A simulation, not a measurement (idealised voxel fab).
This is a process module. Its name is voxel trench capacitor.
Displayed cross-section: cut, width of 200 nm, square cells sized 5 nm.
Bands, listed from the top down, are how a cross-section gets written in this document; the cross-section itself is a grid of square cells, and a band is one or more rows of them. This entry defines a band. It first specifies the height of the band's top and the height of its bottom in nm, and then specifies the band's materials from left to right, stating each material with its width in nm. The word "full width" identifies a single material that fills the band from edge to edge, while the word "empty" identifies empty space. The level at which height equals 0 is the one under which the wafer, as it arrives, is entirely one material. No lower edge exists for the bottom band, which continues downward and is notated as in "0 nm and below". So if you see something like "30..40" for the width, read it as the top row of the band sitting at the first number and the bottom row at the second, with every row in between moving by the same amount as the last. The designation "no alteration", where it is given for a processing step, indicates that no cell of the cross-section was altered in the course of that step. Reported under the label "Sealed internal voids" are the empty spaces having no open way to the top and comprising 8 cells or more; the notation for each is width x height at distance, in which the distance is measured from the left edge and all three values are in nm. Step line, after settings: the simulator's comment on this step. overlay nm: where the mask lay relative to plan, measured to the right, on steps with a mask; negatives go left.

This section lists the process steps that were planned
1: RECEIVE with material Si
2: CONFORMAL_DEP with material SiN, thk nm 5
3: MASKED_ETCH with tone open, mask id TRENCH, width nm 15, pitch nm 45, etch materials SiN, depth nm 5, overlay nm 0
4: MASKED_ETCH with tone open, mask id TRENCH, width nm 15, pitch nm 45, etch materials Si, depth nm 40, overlay nm 0
5: CONFORMAL_DEP with material SiO2, thk nm 5
6: FILL_DEP with material polySi, thk nm 5
7: CMP with height nm 5

Cross-section: wafer on arrival = after step 1
- 0 nm and below  Si full width
- Sealed internal voids: none

Cross-section at module end, one run error; start and plan unchanged from above
- 5 nm to 0 nm  50 nm SiO2, 5 nm polySi, 40 nm SiO2, 5 nm polySi, 40 nm SiO2, 5 nm polySi, 55 nm SiO2
- 0 nm to -35 nm  45 nm Si, 5 nm SiO2, 5 nm polySi, 5 nm SiO2, 30 nm Si, 5 nm SiO2, 5 nm polySi, 5 nm SiO2, 30 nm Si, 5 nm SiO2, 5 nm polySi, 5 nm SiO2, 50 nm Si
- -35 nm to -40 nm  45 nm Si, 15 nm SiO2, 30 nm Si, 15 nm SiO2, 30 nm Si, 15 nm SiO2, 50 nm Si
- -40 nm and below  Si full width
- Sealed internal voids: none
The mistake made against the process plan was this: step 2 of the plan did not run at all; it was left out
